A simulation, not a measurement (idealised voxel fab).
You're looking at the process module voxel self aligned contacts.
Cross-sectional view cut (width: 280 nm; square cell size: 5 nm).
Format of a cross-section: grid, square cells. Given as bands. Order: top down. Band: one or more rows of cells. Band: top and bottom heights (nm) first, top before bottom; then materials from left to right, widths in nm. "all across" marks a sole material filling the band edge to edge. "air" denotes empty space. Height 0 is the level under which the wafer as received is all one material. The lowest band goes on downwards, as in "0 down". Width "30->40": first value at the band's top row of cells, second value at its bottom row, equal change from row to row. What does "changes: none" mean for a step? It means no cell of the cross-section changed in that step. In the "Trapped void list" entry, you get each enclosed empty space of 8 cells or more, one with no open way to the top, written width x height at distance, distance from the left edge, in nm. Read whatever lies past the settings on a step's line as the simulator's own remark about the step. You can add "overlay nm" to a step's line. For a step with a mask, it describes how far the mask lay to the right of its planned position, and a negative number describes a lay to the left. In what follows, pairs of cross-sections are presented, each taken before and after one process step, with the after cross-section shown only down to the lowest band that was altered; the step, together with its settings, is stated below the pair. The pairs may stem from different runs of this module on the same starting wafer; accordingly, a pair should be taken as continuing from the one above it solely where its entry headed "Incoming profile" indicates as much.

**Incoming profile**
	70 to 55: 95 nm resist; 35 nm air; 20 nm resist; 35 nm air; 95 nm resist
	55 to 50: SiO2 all across
	50 to 30: 65 nm SiO2; 40 nm SiN; 15 nm SiO2; 40 nm SiN; 15 nm SiO2; 40 nm SiN; 65 nm SiO2
	30 to 15: 65 nm SiO2; 5 nm SiN; 30 nm polySi; 5 nm SiN; 15 nm SiO2; 5 nm SiN; 30 nm polySi; 5 nm SiN; 15 nm SiO2; 5 nm SiN; 30 nm polySi; 5 nm SiN; 65 nm SiO2
	15 to 5: polySi all across
	5 to 0: SiO2 all across
	0 down: Si all across
	Trapped void list: none

**As Processed**
	70 to 55: 95 nm resist; 35 nm air; 20 nm resist; 35 nm air; 95 nm resist
	55 to 50: 95 nm SiO2; 35 nm air; 20 nm SiO2; 35 nm air; 95 nm SiO2
	50 to 30: 65 nm SiO2; 40 nm SiN; 15 nm air; 40 nm SiN; 15 nm air; 40 nm SiN; 65 nm SiO2
	30 to 15: 65 nm SiO2; 5 nm SiN; 30 nm polySi; 5 nm SiN; 15 nm air; 5 nm SiN; 30 nm polySi; 5 nm SiN; 15 nm air; 5 nm SiN; 30 nm polySi; 5 nm SiN; 65 nm SiO2
	Below 15 it's all the same as before, nothing changed down there.
	Trapped void list: none
Between before and after as drawn above: DIRECTIONAL_ETCH [etch materials SiO2] [depth nm 55]

Incoming profile: equal to the after panel directly above.

**As Processed**
	55 to 50: 95 nm SiO2; 35 nm air; 20 nm SiO2; 35 nm air; 95 nm SiO2
	Below 50 it's all the same as before, nothing changed down there.
	Trapped void list: none
Between before and after as drawn above: STRIP [etch materials resist]

Incoming profile: equal to the after panel directly above.

**As Processed**
	60 to 55: 100 nm TiN; 25 nm air; 30 nm TiN; 25 nm air; 100 nm TiN
	55 to 50: 95 nm SiO2; 15 nm TiN; 5 nm air; 15 nm TiN; 20 nm SiO2; 15 nm TiN; 5 nm air; 15 nm TiN; 95 nm SiO2
	50 to 30: 65 nm SiO2; 40 nm SiN; 5 nm TiN; 5 nm air; 5 nm TiN; 40 nm SiN; 5 nm TiN; 5 nm air; 5 nm TiN; 40 nm SiN; 65 nm SiO2
	30 to 20: 65 nm SiO2; 5 nm SiN; 30 nm polySi; 5 nm SiN; 5 nm TiN; 5 nm air; 5 nm TiN; 5 nm SiN; 30 nm polySi; 5 nm SiN; 5 nm TiN; 5 nm air; 5 nm TiN; 5 nm SiN; 30 nm polySi; 5 nm SiN; 65 nm SiO2
	20 to 15: 65 nm SiO2; 5 nm SiN; 30 nm polySi; 5 nm SiN; 15 nm TiN; 5 nm SiN; 30 nm polySi; 5 nm SiN; 15 nm TiN; 5 nm SiN; 30 nm polySi; 5 nm SiN; 65 nm SiO2
	Below 15 it's all the same as before, nothing changed down there.
	Trapped void list: none
Between before and after as drawn above: CONFORMAL_DEP [material TiN] [thk nm 5]

Incoming profile: equal to the after panel directly above.

**As Processed**
	70 to 60: W all across
	60 to 55: 100 nm TiN; 25 nm W; 30 nm TiN; 25 nm W; 100 nm TiN
	55 to 50: 95 nm SiO2; 15 nm TiN; 5 nm W; 15 nm TiN; 20 nm SiO2; 15 nm TiN; 5 nm W; 15 nm TiN; 95 nm SiO2
	50 to 30: 65 nm SiO2; 40 nm SiN; 5 nm TiN; 5 nm W; 5 nm TiN; 40 nm SiN; 5 nm TiN; 5 nm W; 5 nm TiN; 40 nm SiN; 65 nm SiO2
	30 to 20: 65 nm SiO2; 5 nm SiN; 30 nm polySi; 5 nm SiN; 5 nm TiN; 5 nm W; 5 nm TiN; 5 nm SiN; 30 nm polySi; 5 nm SiN; 5 nm TiN; 5 nm W; 5 nm TiN; 5 nm SiN; 30 nm polySi; 5 nm SiN; 65 nm SiO2
	Below 20 it's all the same as before, nothing changed down there.
	Trapped void list: none
Between before and after as drawn above: FILL_DEP [material W] [thk nm 10]

Incoming profile: equal to the after panel directly above.

**As Processed**
	55 to 50: 95 nm SiO2; 15 nm TiN; 5 nm W; 15 nm TiN; 20 nm SiO2; 15 nm TiN; 5 nm W; 15 nm TiN; 95 nm SiO2
	Below 50 it's all the same as before, nothing changed down there.
	Trapped void list: none
Between before and after as drawn above: CMP [height nm 55]

Incoming profile: equal to the after panel directly above.

**As Processed**
	60 to 55: SiN all across
	Below 55 it's all the same as before, nothing changed down there.
	Trapped void list: none
Between before and after as drawn above: CONFORMAL_DEP [material SiN] [thk nm 5]

**Incoming profile**
	50 to 30: SiN all across
	30 to 5: polySi all across
	5 to 0: SiO2 all across
	0 down: Si all across
	Trapped void list: none

**As Processed**
	70 to 50: 75 nm air; 20 nm resist; 35 nm air; 20 nm resist; 35 nm air; 20 nm resist; 75 nm air
	Below 50 it's all the same as before, nothing changed down there.
	Trapped void list: none
Between before and after as drawn above: PATTERN [tone cover] [mask id GATE] [material resist] [width nm 20] [pitch nm 55] [thk nm 20] [overlay nm 0]

Incoming profile: equal to the after panel directly above.

**As Processed**
	70 to 50: 75 nm air; 20 nm resist; 35 nm air; 20 nm resist; 35 nm air; 20 nm resist; 75 nm air
	50 to 30: 75 nm air; 20 nm SiN; 35 nm air; 20 nm SiN; 35 nm air; 20 nm SiN; 75 nm air
	Below 30 it's all the same as before, nothing changed down there.
	Trapped void list: none
Between before and after as drawn above: DIRECTIONAL_ETCH [etch materials SiN] [depth nm 20]

Incoming profile: equal to the after panel directly above.

**As Processed**
	70 to 50: 75 nm air; 20 nm resist; 35 nm air; 20 nm resist; 35 nm air; 20 nm resist; 75 nm air
	50 to 30: 75 nm air; 20 nm SiN; 35 nm air; 20 nm SiN; 35 nm air; 20 nm SiN; 75 nm air
	30 to 5: 75 nm air; 20 nm polySi; 35 nm air; 20 nm polySi; 35 nm air; 20 nm polySi; 75 nm air
	Below 5 it's all the same as before, nothing changed down there.
	Trapped void list: none
Between before and after as drawn above: DIRECTIONAL_ETCH [etch materials polySi] [depth nm 25]

Incoming profile: equal to the after panel directly above.

**As Processed**
	50 to 30: 75 nm air; 20 nm SiN; 35 nm air; 20 nm SiN; 35 nm air; 20 nm SiN; 75 nm air
	Below 30 it's all the same as before, nothing changed down there.
	Trapped void list: none
Between before and after as drawn above: STRIP [etch materials resist]

Incoming profile: equal to the after panel directly above.

**As Processed**
	55 to 30: 70 nm air; 30 nm SiN; 25 nm air; 30 nm SiN; 25 nm air; 30 nm SiN; 70 nm air
	30 to 10: 70 nm air; 5 nm SiN; 20 nm polySi; 5 nm SiN; 25 nm air; 5 nm SiN; 20 nm polySi; 5 nm SiN; 25 nm air; 5 nm SiN; 20 nm polySi; 5 nm SiN; 70 nm air
	10 to 5: 75 nm SiN; 20 nm polySi; 35 nm SiN; 20 nm polySi; 35 nm SiN; 20 nm polySi; 75 nm SiN
	Below 5 it's all the same as before, nothing changed down there.
	Trapped void list: none
Between before and after as drawn above: CONFORMAL_DEP [material SiN] [thk nm 5]

Incoming profile: equal to the after panel directly above.

**As Processed**
	50 to 30: 70 nm air; 30 nm SiN; 25 nm air; 30 nm SiN; 25 nm air; 30 nm SiN; 70 nm air
	30 to 5: 70 nm air; 5 nm SiN; 20 nm polySi; 5 nm SiN; 25 nm air; 5 nm SiN; 20 nm polySi; 5 nm SiN; 25 nm air; 5 nm SiN; 20 nm polySi; 5 nm SiN; 70 nm air
	Below 5 it's all the same as before, nothing changed down there.
	Trapped void list: none
Between before and after as drawn above: DIRECTIONAL_ETCH [etch materials SiN] [depth nm 5]

Incoming profile: equal to the after panel directly above.

**As Processed**
	60 to 50: SiO2 all across
	50 to 30: 70 nm SiO2; 30 nm SiN; 25 nm SiO2; 30 nm SiN; 25 nm SiO2; 30 nm SiN; 70 nm SiO2
	30 to 5: 70 nm SiO2; 5 nm SiN; 20 nm polySi; 5 nm SiN; 25 nm SiO2; 5 nm SiN; 20 nm polySi; 5 nm SiN; 25 nm SiO2; 5 nm SiN; 20 nm polySi; 5 nm SiN; 70 nm SiO2
	Below 5 it's all the same as before, nothing changed down there.
	Trapped void list: none
Between before and after as drawn above: FILL_DEP [material SiO2] [thk nm 10]

Incoming profile: equal to the after panel directly above.

**As Processed**
	55 to 50: SiO2 all across
	Below 50 it's all the same as before, nothing changed down there.
	Trapped void list: none
Between before and after as drawn above: CMP [height nm 55]

Incoming profile: equal to the after panel directly above.

**As Processed**
	70 to 55: 95 nm resist; 35 nm air; 20 nm resist; 35 nm air; 95 nm resist
	Below 55 it's all the same as before, nothing changed down there.
	Trapped void list: none
Between before and after as drawn above: PATTERN [tone open] [mask id CONTACT] [material resist] [width nm 35] [pitch nm 55] [thk nm 15] [overlay nm 0]

Incoming profile: equal to the after panel directly above.

**As Processed**
	70 to 55: 95 nm resist; 35 nm air; 20 nm resist; 35 nm air; 95 nm resist
	55 to 50: 95 nm SiO2; 35 nm air; 20 nm SiO2; 35 nm air; 95 nm SiO2
	50 to 30: 70 nm SiO2; 30 nm SiN; 25 nm air; 30 nm SiN; 25 nm air; 30 nm SiN; 70 nm SiO2
	30 to 5: 70 nm SiO2; 5 nm SiN; 20 nm polySi; 5 nm SiN; 25 nm air; 5 nm SiN; 20 nm polySi; 5 nm SiN; 25 nm air; 5 nm SiN; 20 nm polySi; 5 nm SiN; 70 nm SiO2
	5 to 0: 100 nm SiO2; 25 nm air; 30 nm SiO2; 25 nm air; 100 nm SiO2
	Below 0 it's all the same as before, nothing changed down there.
	Trapped void list: none
Between before and after as drawn above: DIRECTIONAL_ETCH [etch materials SiO2] [depth nm 55]

Incoming profile: equal to the after panel directly above.

**As Processed**
	55 to 50: 95 nm SiO2; 35 nm air; 20 nm SiO2; 35 nm air; 95 nm SiO2
	Below 50 it's all the same as before, nothing changed down there.
	Trapped void list: none
Between before and after as drawn above: STRIP [etch materials resist]

Incoming profile: equal to the after panel directly above.

**As Processed**
	60 to 55: 100 nm TiN; 25 nm air; 30 nm TiN; 25 nm air; 100 nm TiN
	55 to 50: 95 nm SiO2; 10 nm TiN; 15 nm air; 10 nm TiN; 20 nm SiO2; 10 nm TiN; 15 nm air; 10 nm TiN; 95 nm SiO2
	50 to 30: 70 nm SiO2; 30 nm SiN; 5 nm TiN; 15 nm air; 5 nm TiN; 30 nm SiN; 5 nm TiN; 15 nm air; 5 nm TiN; 30 nm SiN; 70 nm SiO2
	30 to 5: 70 nm SiO2; 5 nm SiN; 20 nm polySi; 5 nm SiN; 5 nm TiN; 15 nm air; 5 nm TiN; 5 nm SiN; 20 nm polySi; 5 nm SiN; 5 nm TiN; 15 nm air; 5 nm TiN; 5 nm SiN; 20 nm polySi; 5 nm SiN; 70 nm SiO2
	5 to 0: 100 nm SiO2; 25 nm TiN; 30 nm SiO2; 25 nm TiN; 100 nm SiO2
	Below 0 it's all the same as before, nothing changed down there.
	Trapped void list: none
Between before and after as drawn above: CONFORMAL_DEP [material TiN] [thk nm 5]

Incoming profile: equal to the after panel directly above.

**As Processed**
	70 to 60: W all across
	60 to 55: 100 nm TiN; 25 nm W; 30 nm TiN; 25 nm W; 100 nm TiN
	55 to 50: 95 nm SiO2; 10 nm TiN; 15 nm W; 10 nm TiN; 20 nm SiO2; 10 nm TiN; 15 nm W; 10 nm TiN; 95 nm SiO2
	50 to 30: 70 nm SiO2; 30 nm SiN; 5 nm TiN; 15 nm W; 5 nm TiN; 30 nm SiN; 5 nm TiN; 15 nm W; 5 nm TiN; 30 nm SiN; 70 nm SiO2
	30 to 5: 70 nm SiO2; 5 nm SiN; 20 nm polySi; 5 nm SiN; 5 nm TiN; 15 nm W; 5 nm TiN; 5 nm SiN; 20 nm polySi; 5 nm SiN; 5 nm TiN; 15 nm W; 5 nm TiN; 5 nm SiN; 20 nm polySi; 5 nm SiN; 70 nm SiO2
	Below 5 it's all the same as before, nothing changed down there.
	Trapped void list: none
Between before and after as drawn above: FILL_DEP [material W] [thk nm 10]

Incoming profile: equal to the after panel directly above.

**As Processed**
	55 to 50: 95 nm SiO2; 10 nm TiN; 15 nm W; 10 nm TiN; 20 nm SiO2; 10 nm TiN; 15 nm W; 10 nm TiN; 95 nm SiO2
	Below 50 it's all the same as before, nothing changed down there.
	Trapped void list: none
Between before and after as drawn above: CMP [height nm 55]

Incoming profile: equal to the after panel directly above.

**As Processed**
	60 to 55: SiN all across
	Below 55 it's all the same as before, nothing changed down there.
	Trapped void list: none
Between before and after as drawn above: CONFORMAL_DEP [material SiN] [thk nm 5]

**Incoming profile**
	50 to 30: SiN all across
	30 to 5: polySi all across
	5 to 0: SiO2 all across
	0 down: Si all across
	Trapped void list: none

**As Processed**
	70 to 50: 65 nm air; 30 nm resist; 25 nm air; 30 nm resist; 25 nm air; 30 nm resist; 75 nm air
	Below 50 it's all the same as before, nothing changed down there.
	Trapped void list: none
Between before and after as drawn above: PATTERN [tone cover] [mask id GATE] [material resist] [width nm 30] [pitch nm 55] [thk nm 20] [overlay nm -5]

Incoming profile: equal to the after panel directly above.

**As Processed**
	70 to 50: 65 nm air; 30 nm resist; 25 nm air; 30 nm resist; 25 nm air; 30 nm resist; 75 nm air
	50 to 30: 65 nm air; 30 nm SiN; 25 nm air; 30 nm SiN; 25 nm air; 30 nm SiN; 75 nm air
	Below 30 it's all the same as before, nothing changed down there.
	Trapped void list: none
Between before and after as drawn above: DIRECTIONAL_ETCH [etch materials SiN] [depth nm 20]

Incoming profile: equal to the after panel directly above.

**As Processed**
	70 to 50: 65 nm air; 30 nm resist; 25 nm air; 30 nm resist; 25 nm air; 30 nm resist; 75 nm air
	50 to 30: 65 nm air; 30 nm SiN; 25 nm air; 30 nm SiN; 25 nm air; 30 nm SiN; 75 nm air
	30 to 5: 65 nm air; 30 nm polySi; 25 nm air; 30 nm polySi; 25 nm air; 30 nm polySi; 75 nm air
	Below 5 it's all the same as before, nothing changed down there.
	Trapped void list: none
Between before and after as drawn above: DIRECTIONAL_ETCH [etch materials polySi] [depth nm 25]

Incoming profile: equal to the after panel directly above.

**As Processed**
	50 to 30: 65 nm air; 30 nm SiN; 25 nm air; 30 nm SiN; 25 nm air; 30 nm SiN; 75 nm air
	Below 30 it's all the same as before, nothing changed down there.
	Trapped void list: none
Between before and after as drawn above: STRIP [etch materials resist]

Incoming profile: equal to the after panel directly above.

**As Processed**
	55 to 30: 60 nm air; 40 nm SiN; 15 nm air; 40 nm SiN; 15 nm air; 40 nm SiN; 70 nm air
	30 to 10: 60 nm air; 5 nm SiN; 30 nm polySi; 5 nm SiN; 15 nm air; 5 nm SiN; 30 nm polySi; 5 nm SiN; 15 nm air; 5 nm SiN; 30 nm polySi; 5 nm SiN; 70 nm air
	10 to 5: 65 nm SiN; 30 nm polySi; 25 nm SiN; 30 nm polySi; 25 nm SiN; 30 nm polySi; 75 nm SiN
	Below 5 it's all the same as before, nothing changed down there.
	Trapped void list: none
Between before and after as drawn above: CONFORMAL_DEP [material SiN] [thk nm 5]

Incoming profile: equal to the after panel directly above.

**As Processed**
	50 to 30: 60 nm air; 40 nm SiN; 15 nm air; 40 nm SiN; 15 nm air; 40 nm SiN; 70 nm air
	30 to 5: 60 nm air; 5 nm SiN; 30 nm polySi; 5 nm SiN; 15 nm air; 5 nm SiN; 30 nm polySi; 5 nm SiN; 15 nm air; 5 nm SiN; 30 nm polySi; 5 nm SiN; 70 nm air
	Below 5 it's all the same as before, nothing changed down there.
	Trapped void list: none
Between before and after as drawn above: DIRECTIONAL_ETCH [etch materials SiN] [depth nm 5]

Incoming profile: equal to the after panel directly above.

**As Processed**
	60 to 50: SiO2 all across
	50 to 30: 60 nm SiO2; 40 nm SiN; 15 nm SiO2; 40 nm SiN; 15 nm SiO2; 40 nm SiN; 70 nm SiO2
	30 to 5: 60 nm SiO2; 5 nm SiN; 30 nm polySi; 5 nm SiN; 15 nm SiO2; 5 nm SiN; 30 nm polySi; 5 nm SiN; 15 nm SiO2; 5 nm SiN; 30 nm polySi; 5 nm SiN; 70 nm SiO2
	Below 5 it's all the same as before, nothing changed down there.
	Trapped void list: none
Between before and after as drawn above: FILL_DEP [material SiO2] [thk nm 10]

Incoming profile: equal to the after panel directly above.

**As Processed**
	55 to 50: SiO2 all across
	Below 50 it's all the same as before, nothing changed down there.
	Trapped void list: none
Between before and after as drawn above: CMP [height nm 55]

Incoming profile: equal to the after panel directly above.

**As Processed**
	70 to 55: 95 nm resist; 35 nm air; 20 nm resist; 35 nm air; 95 nm resist
	Below 55 it's all the same as before, nothing changed down there.
	Trapped void list: none
Between before and after as drawn above: PATTERN [tone open] [mask id CONTACT] [material resist] [width nm 35] [pitch nm 55] [thk nm 15] [overlay nm 0]

Incoming profile: equal to the after panel directly above.

**As Processed**
	70 to 55: 95 nm resist; 35 nm air; 20 nm resist; 35 nm air; 95 nm resist
	55 to 50: 95 nm SiO2; 35 nm air; 20 nm SiO2; 35 nm air; 95 nm SiO2
	50 to 30: 60 nm SiO2; 40 nm SiN; 15 nm air; 40 nm SiN; 15 nm air; 40 nm SiN; 70 nm SiO2
	30 to 5: 60 nm SiO2; 5 nm SiN; 30 nm polySi; 5 nm SiN; 15 nm air; 5 nm SiN; 30 nm polySi; 5 nm SiN; 15 nm air; 5 nm SiN; 30 nm polySi; 5 nm SiN; 70 nm SiO2
	5 to 0: 100 nm SiO2; 15 nm air; 40 nm SiO2; 15 nm air; 110 nm SiO2
	Below 0 it's all the same as before, nothing changed down there.
	Trapped void list: none
Between before and after as drawn above: DIRECTIONAL_ETCH [etch materials SiO2] [depth nm 55]

Incoming profile: equal to the after panel directly above.

**As Processed**
	55 to 50: 95 nm SiO2; 35 nm air; 20 nm SiO2; 35 nm air; 95 nm SiO2
	Below 50 it's all the same as before, nothing changed down there.
	Trapped void list: none
Between before and after as drawn above: STRIP [etch materials resist]

Incoming profile: equal to the after panel directly above.

**As Processed**
	60 to 55: 100 nm TiN; 25 nm air; 30 nm TiN; 25 nm air; 100 nm TiN
	55 to 50: 95 nm SiO2; 10 nm TiN; 5 nm air; 20 nm TiN; 20 nm SiO2; 10 nm TiN; 5 nm air; 20 nm TiN; 95 nm SiO2
	50 to 30: 60 nm SiO2; 40 nm SiN; 5 nm TiN; 5 nm air; 5 nm TiN; 40 nm SiN; 5 nm TiN; 5 nm air; 5 nm TiN; 40 nm SiN; 70 nm SiO2
	30 to 5: 60 nm SiO2; 5 nm SiN; 30 nm polySi; 5 nm SiN; 5 nm TiN; 5 nm air; 5 nm TiN; 5 nm SiN; 30 nm polySi; 5 nm SiN; 5 nm TiN; 5 nm air; 5 nm TiN; 5 nm SiN; 30 nm polySi; 5 nm SiN; 70 nm SiO2
	5 to 0: 100 nm SiO2; 15 nm TiN; 40 nm SiO2; 15 nm TiN; 110 nm SiO2
	Below 0 it's all the same as before, nothing changed down there.
	Trapped void list: none
Between before and after as drawn above: CONFORMAL_DEP [material TiN] [thk nm 5]

Incoming profile: equal to the after panel directly above.

**As Processed**
	70 to 60: W all across
	60 to 55: 100 nm TiN; 25 nm W; 30 nm TiN; 25 nm W; 100 nm TiN
	55 to 50: 95 nm SiO2; 10 nm TiN; 5 nm W; 20 nm TiN; 20 nm SiO2; 10 nm TiN; 5 nm W; 20 nm TiN; 95 nm SiO2
	50 to 30: 60 nm SiO2; 40 nm SiN; 5 nm TiN; 5 nm W; 5 nm TiN; 40 nm SiN; 5 nm TiN; 5 nm W; 5 nm TiN; 40 nm SiN; 70 nm SiO2
	30 to 5: 60 nm SiO2; 5 nm SiN; 30 nm polySi; 5 nm SiN; 5 nm TiN; 5 nm W; 5 nm TiN; 5 nm SiN; 30 nm polySi; 5 nm SiN; 5 nm TiN; 5 nm W; 5 nm TiN; 5 nm SiN; 30 nm polySi; 5 nm SiN; 70 nm SiO2
	Below 5 it's all the same as before, nothing changed down there.
	Trapped void list: none
Between before and after as drawn above: FILL_DEP [material W] [thk nm 10]

Incoming profile: equal to the after panel directly above.

**As Processed**
	55 to 50: 95 nm SiO2; 10 nm TiN; 5 nm W; 20 nm TiN; 20 nm SiO2; 10 nm TiN; 5 nm W; 20 nm TiN; 95 nm SiO2
	Below 50 it's all the same as before, nothing changed down there.
	Trapped void list: none
Between before and after as drawn above: CMP [height nm 55]

Incoming profile: equal to the after panel directly above.

**As Processed**
	60 to 55: SiN all across
	Below 55 it's all the same as before, nothing changed down there.
	Trapped void list: none
Between before and after as drawn above: CONFORMAL_DEP [material SiN] [thk nm 5]

**Incoming profile**
	55 to 50: 95 nm SiO2; 15 nm TiN; 5 nm W; 15 nm TiN; 20 nm SiO2; 15 nm TiN; 5 nm W; 15 nm TiN; 95 nm SiO2
	50 to 30: 65 nm SiO2; 40 nm SiN; 5 nm TiN; 5 nm W; 5 nm TiN; 40 nm SiN; 5 nm TiN; 5 nm W; 5 nm TiN; 40 nm SiN; 65 nm SiO2
	30 to 5: 65 nm SiO2; 5 nm SiN; 30 nm polySi; 5 nm SiN; 5 nm TiN; 5 nm W; 5 nm TiN; 5 nm SiN; 30 nm polySi; 5 nm SiN; 5 nm TiN; 5 nm W; 5 nm TiN; 5 nm SiN; 30 nm polySi; 5 nm SiN; 65 nm SiO2
	5 to 0: 105 nm SiO2; 15 nm TiN; 40 nm SiO2; 15 nm TiN; 105 nm SiO2
	0 down: Si all across
	Trapped void list: none

**As Processed**
	60 to 55: W all across
	Below 55 it's all the same as before, nothing changed down there.
	Trapped void list: none
Between before and after as drawn above: CONFORMAL_DEP [material W] [thk nm 5]

**Incoming profile**
	55 to 50: SiO2 all across
	50 to 30: 65 nm SiO2; 40 nm SiN; 15 nm SiO2; 40 nm SiN; 15 nm SiO2; 40 nm SiN; 65 nm SiO2
	30 to 5: 65 nm SiO2; 5 nm SiN; 30 nm polySi; 5 nm SiN; 15 nm SiO2; 5 nm SiN; 30 nm polySi; 5 nm SiN; 15 nm SiO2; 5 nm SiN; 30 nm polySi; 5 nm SiN; 65 nm SiO2
	5 to 0: SiO2 all across
	0 down: Si all across
	Trapped void list: none

**As Processed**
	70 to 55: 95 nm air; 35 nm resist; 20 nm air; 35 nm resist; 95 nm air
	Below 55 it's all the same as before, nothing changed down there.
	Trapped void list: none
Between before and after as drawn above: PATTERN [tone cover] [mask id CONTACT] [material resist] [width nm 35] [pitch nm 55] [thk nm 15] [overlay nm 0]

Incoming profile: equal to the after panel directly above.

**As Processed**
	70 to 55: 95 nm air; 35 nm resist; 20 nm air; 35 nm resist; 95 nm air
	55 to 50: 95 nm air; 35 nm SiO2; 20 nm air; 35 nm SiO2; 95 nm air
	50 to 30: 65 nm air; 40 nm SiN; 15 nm SiO2; 40 nm SiN; 15 nm SiO2; 40 nm SiN; 65 nm air
	30 to 5: 65 nm air; 5 nm SiN; 30 nm polySi; 5 nm SiN; 15 nm SiO2; 5 nm SiN; 30 nm polySi; 5 nm SiN; 15 nm SiO2; 5 nm SiN; 30 nm polySi; 5 nm SiN; 65 nm air
	5 to 0: 65 nm air; 150 nm SiO2; 65 nm air
	Below 0 it's all the same as before, nothing changed down there.
	Trapped void list: none
Between before and after as drawn above: DIRECTIONAL_ETCH [etch materials SiO2] [depth nm 55]

Incoming profile: equal to the after panel directly above.

**As Processed**
	55 to 50: 95 nm air; 35 nm SiO2; 20 nm air; 35 nm SiO2; 95 nm air
	Below 50 it's all the same as before, nothing changed down there.
	Trapped void list: none
Between before and after as drawn above: STRIP [etch materials resist]

Incoming profile: equal to the after panel directly above.

**As Processed**
	60 to 55: 90 nm air; 45 nm TiN; 10 nm air; 45 nm TiN; 90 nm air
	55 to 50: 60 nm air; 35 nm TiN; 35 nm SiO2; 20 nm TiN; 35 nm SiO2; 35 nm TiN; 60 nm air
	50 to 30: 60 nm air; 5 nm TiN; 40 nm SiN; 15 nm SiO2; 40 nm SiN; 15 nm SiO2; 40 nm SiN; 5 nm TiN; 60 nm air
	30 to 5: 60 nm air; 5 nm TiN; 5 nm SiN; 30 nm polySi; 5 nm SiN; 15 nm SiO2; 5 nm SiN; 30 nm polySi; 5 nm SiN; 15 nm SiO2; 5 nm SiN; 30 nm polySi; 5 nm SiN; 5 nm TiN; 60 nm air
	5 to 0: 65 nm TiN; 150 nm SiO2; 65 nm TiN
	Below 0 it's all the same as before, nothing changed down there.
	Trapped void list: none
Between before and after as drawn above: CONFORMAL_DEP [material TiN] [thk nm 5]

Incoming profile: equal to the after panel directly above.

**As Processed**
	70 to 60: W all across
	60 to 55: 90 nm W; 45 nm TiN; 10 nm W; 45 nm TiN; 90 nm W
	55 to 50: 60 nm W; 35 nm TiN; 35 nm SiO2; 20 nm TiN; 35 nm SiO2; 35 nm TiN; 60 nm W
	50 to 30: 60 nm W; 5 nm TiN; 40 nm SiN; 15 nm SiO2; 40 nm SiN; 15 nm SiO2; 40 nm SiN; 5 nm TiN; 60 nm W
	30 to 5: 60 nm W; 5 nm TiN; 5 nm SiN; 30 nm polySi; 5 nm SiN; 15 nm SiO2; 5 nm SiN; 30 nm polySi; 5 nm SiN; 15 nm SiO2; 5 nm SiN; 30 nm polySi; 5 nm SiN; 5 nm TiN; 60 nm W
	Below 5 it's all the same as before, nothing changed down there.
	Trapped void list: none
Between before and after as drawn above: FILL_DEP [material W] [thk nm 10]

Incoming profile: equal to the after panel directly above.

**As Processed**
	55 to 50: 60 nm W; 35 nm TiN; 35 nm SiO2; 20 nm TiN; 35 nm SiO2; 35 nm TiN; 60 nm W
	Below 50 it's all the same as before, nothing changed down there.
	Trapped void list: none
Between before and after as drawn above: CMP [height nm 55]

Incoming profile: equal to the after panel directly above.

**As Processed**
	60 to 55: SiN all across
	Below 55 it's all the same as before, nothing changed down there.
	Trapped void list: none
Between before and after as drawn above: CONFORMAL_DEP [material SiN] [thk nm 5]
